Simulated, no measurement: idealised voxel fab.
This is a process module. Its name is voxel fin reveal.
Square cell edge 5 nm, section width 160 nm, ID cut.
Cross-section spec: square-cell grid; bands listed top down; each band is one or more rows.
Band: top height; bottom height; in nm. Then, left to right: material with width in nm, for each material. "throughout": a single material spanning edge to edge. "empty": empty space.
Zero point of the height axis is 0; under it, received wafer = one material. Lowest band: continues down indefinitely, "top 0, no bottom".
It should be noted that a width expressed as "30..40" varies in equal increments from row to row of cells within the band, taking the value of the first number at the top row and that of the second number at the bottom row.
You'll sometimes find "nothing altered" written for a step, and that's the way of saying that nowhere in the cross-section did a cell change during that step.
So "Completely enclosed voids" is basically the list of trapped voids: any empty space of 8 cells or more that can't reach the top through an opening. They're written width x height at distance, the distance being from the left edge, and it's all nm.
Text after the settings on a step's line: the simulator's own remark on that step.
Regarding "overlay nm": on a step with a mask, it is the distance the mask lay to the right of its planned place; a negative value places it to the left.
Below is the list of planned process steps
1: op RECEIVE | material Si
2: op CONFORMAL_DEP | material SiN | thk nm 5
3: op MASKED_ETCH | tone cover | mask id FINS | width nm 15 | pitch nm 45 | etch materials SiN | depth nm 5 | overlay nm 0
4: op MASKED_ETCH | tone cover | mask id FINS | width nm 15 | pitch nm 45 | etch materials Si | depth nm 30 | overlay nm 0
5: op OXIDIZE | depth nm 5
6: op FILL_DEP | material SiO2 | thk nm 10
7: op CMP | height nm 5
8: op SELECTIVE_ETCH | etch materials SiO2 | depth nm 25
9: op STRIP | etch materials SiN
10: op CONFORMAL_DEP | material SiO2 | thk nm 5
The value of width nm given for step 4 in the plan refers to the first wafer; the wafers vary in this setting and are alike at the start.
Received condition of the first of several wafers, sectioned: post-step 1
> top 0, no bottom: Si throughout
> Completely enclosed voids: none
The rows of the table below are wafers. Looking at the end of the module, a row counts, for every material, the cells the wafer has gained, shown as (+), or lost, shown as (-), since it was received; its closed voids come next
width nm 15 | -210 Si | +138 SiO2 | Completely enclosed voids: none
width nm 20 | -198 Si | +132 SiO2 | Completely enclosed voids: none
width nm 25 | -186 Si | +126 SiO2 | Completely enclosed voids: none
width nm 30 | -174 Si | +120 SiO2 | Completely enclosed voids: none
